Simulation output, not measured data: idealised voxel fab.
The process module presented herein is designated voxel wiring stack.
We display cut, a cross-section 290 nm in width whose square cells are each 5 nm.
For the purposes of this document, a cross-section shall be understood as a grid of square cells, specified as bands listed in top-to-bottom order, each band consisting of one or more rows of cells. Quick guide to a band line: top height, bottom height (nm) up front; then every material left to right with its width in nm. Only one material and it's marked "all across"? Then it fills the band edge to edge. And "air" just means empty space. Convention: height 0 is the level below which the wafer, as received, is all one material. The lowest band does not terminate at the bottom but continues downward, represented as "0 nm and below". Think of "30->40" as a width that walks from the first number to the second as you go down the band, top row to bottom row, taking equal-sized steps from row to row. The cross-section has no changed cell in any step marked "stayed the same". Empty spaces without an open route to the top, at least 8 cells in extent, make up the entry "Closed cavities"; each is given as width x height at distance, where the distance is measured from the left edge, and all are in nm. Text after the settings on a step's line: the simulator's own remark on that step. "overlay nm" denotes, for a step that has a mask, the displacement of the mask to the right of its planned place, with negative values corresponding to the left.

Intended process steps:
1: RECEIVE with material Si
2: CONFORMAL_DEP with material SiO2, thk nm 10
3: CONFORMAL_DEP with material SiN, thk nm 5
4: DIRECTIONAL_DEP with material lowk, thk nm 15
5: MASKED_ETCH with tone open, mask id METAL_1, width nm 20, pitch nm 50, etch materials lowk, depth nm 15, overlay nm 0
6: MASKED_ETCH with tone open, mask id METAL_1, width nm 20, pitch nm 50, etch materials SiN, depth nm 5, overlay nm 0
7: CONFORMAL_DEP with material TiN, thk nm 5
8: FILL_DEP with material Cu, thk nm 5
9: CMP with height nm 30
10: CONFORMAL_DEP with material SiCN, thk nm 5
11: DIRECTIONAL_DEP with material SiO2, thk nm 30
12: PATTERN with tone open, mask id METAL_2_HOLES, material resist, width nm 15, pitch nm 50, thk nm 15, overlay nm 0
13: DIRECTIONAL_ETCH with etch materials SiO2, depth nm 30
14: STRIP with etch materials resist
15: MASKED_ETCH with tone open, mask id METAL_2, width nm 20, pitch nm 50, etch materials SiO2, depth nm 15, overlay nm 0
16: MASKED_ETCH with tone open, mask id METAL_2, width nm 20, pitch nm 50, etch materials SiCN, depth nm 5, overlay nm 0
17: CONFORMAL_DEP with material TiN, thk nm 5
18: FILL_DEP with material Cu, thk nm 5
19: CMP with height nm 65
20: CONFORMAL_DEP with material SiCN, thk nm 5

Incoming wafer, cross-sectional view, post step 1:
    0 nm and below = Si all across
    Closed cavities: none

Cross-sectional image of the first of two wafers at the end of the module, the run having proceeded as planned:
    70 nm to 65 nm = SiCN all across
    65 nm to 55 nm = SiO2: 60 | TiN: 5 | Cu: 10 | TiN: 5 | SiO2: 30 | TiN: 5 | Cu: 10 | TiN: 5 | SiO2: 30 | TiN: 5 | Cu: 10 | TiN: 5 | SiO2: 30 | TiN: 5 | Cu: 10 | TiN: 5 | SiO2: 60
    55 nm to 50 nm = SiO2: 60 | TiN: 5 | Cu: 5 | TiN: 10 | SiO2: 30 | TiN: 5 | Cu: 5 | TiN: 10 | SiO2: 30 | TiN: 5 | Cu: 5 | TiN: 10 | SiO2: 30 | TiN: 5 | Cu: 5 | TiN: 10 | SiO2: 60
    50 nm to 35 nm = SiO2: 60 | TiN: 5 | Cu: 5 | TiN: 5 | SiO2: 35 | TiN: 5 | Cu: 5 | TiN: 5 | SiO2: 35 | TiN: 5 | Cu: 5 | TiN: 5 | SiO2: 35 | TiN: 5 | Cu: 5 | TiN: 5 | SiO2: 65
    35 nm to 30 nm = SiCN: 60 | TiN: 15 | SiCN: 35 | TiN: 15 | SiCN: 35 | TiN: 15 | SiCN: 35 | TiN: 15 | SiCN: 65
    30 nm to 15 nm = lowk: 60 | TiN: 5 | Cu: 10 | TiN: 5 | lowk: 30 | TiN: 5 | Cu: 10 | TiN: 5 | lowk: 30 | TiN: 5 | Cu: 10 | TiN: 5 | lowk: 30 | TiN: 5 | Cu: 10 | TiN: 5 | lowk: 60
    15 nm to 10 nm = SiN: 60 | TiN: 20 | SiN: 30 | TiN: 20 | SiN: 30 | TiN: 20 | SiN: 30 | TiN: 20 | SiN: 60
    10 nm to 0 nm = SiO2 all across
    0 nm and below = Si all across
    Closed cavities: none

Same start, same plan as the first wafer - but one mistake in the run. Cross-section of the second of the two at the end of the module:
    70 nm to 65 nm = SiCN all across
    65 nm to 55 nm = SiO2: 55 | TiN: 5 | Cu: 20 | TiN: 5 | SiO2: 20 | TiN: 5 | Cu: 20 | TiN: 5 | SiO2: 20 | TiN: 5 | Cu: 20 | TiN: 5 | SiO2: 20 | TiN: 5 | Cu: 20 | TiN: 5 | SiO2: 55
    55 nm to 50 nm = SiO2: 55 | TiN: 10 | Cu: 5 | TiN: 15 | SiO2: 20 | TiN: 10 | Cu: 5 | TiN: 15 | SiO2: 20 | TiN: 10 | Cu: 5 | TiN: 15 | SiO2: 20 | TiN: 10 | Cu: 5 | TiN: 15 | SiO2: 55
    50 nm to 35 nm = SiO2: 60 | TiN: 5 | Cu: 5 | TiN: 5 | SiO2: 35 | TiN: 5 | Cu: 5 | TiN: 5 | SiO2: 35 | TiN: 5 | Cu: 5 | TiN: 5 | SiO2: 35 | TiN: 5 | Cu: 5 | TiN: 5 | SiO2: 65
    35 nm to 30 nm = SiCN: 60 | TiN: 15 | SiCN: 35 | TiN: 15 | SiCN: 35 | TiN: 15 | SiCN: 35 | TiN: 15 | SiCN: 65
    30 nm to 15 nm = lowk: 60 | TiN: 5 | Cu: 10 | TiN: 5 | lowk: 30 | TiN: 5 | Cu: 10 | TiN: 5 | lowk: 30 | TiN: 5 | Cu: 10 | TiN: 5 | lowk: 30 | TiN: 5 | Cu: 10 | TiN: 5 | lowk: 60
    15 nm to 10 nm = SiN: 60 | TiN: 20 | SiN: 30 | TiN: 20 | SiN: 30 | TiN: 20 | SiN: 30 | TiN: 20 | SiN: 60
    10 nm to 0 nm = SiO2 all across
    0 nm and below = Si all across
    Closed cavities: none
Here's what went sideways: step 15 was not run as planned; what actually ran was MASKED_ETCH with tone open, mask id METAL_2, width nm 30, pitch nm 50, etch materials SiO2, depth nm 15, overlay nm 0
at the end the second wafer has, in cells: +16 Cu | -24 SiO2 | +8 TiN
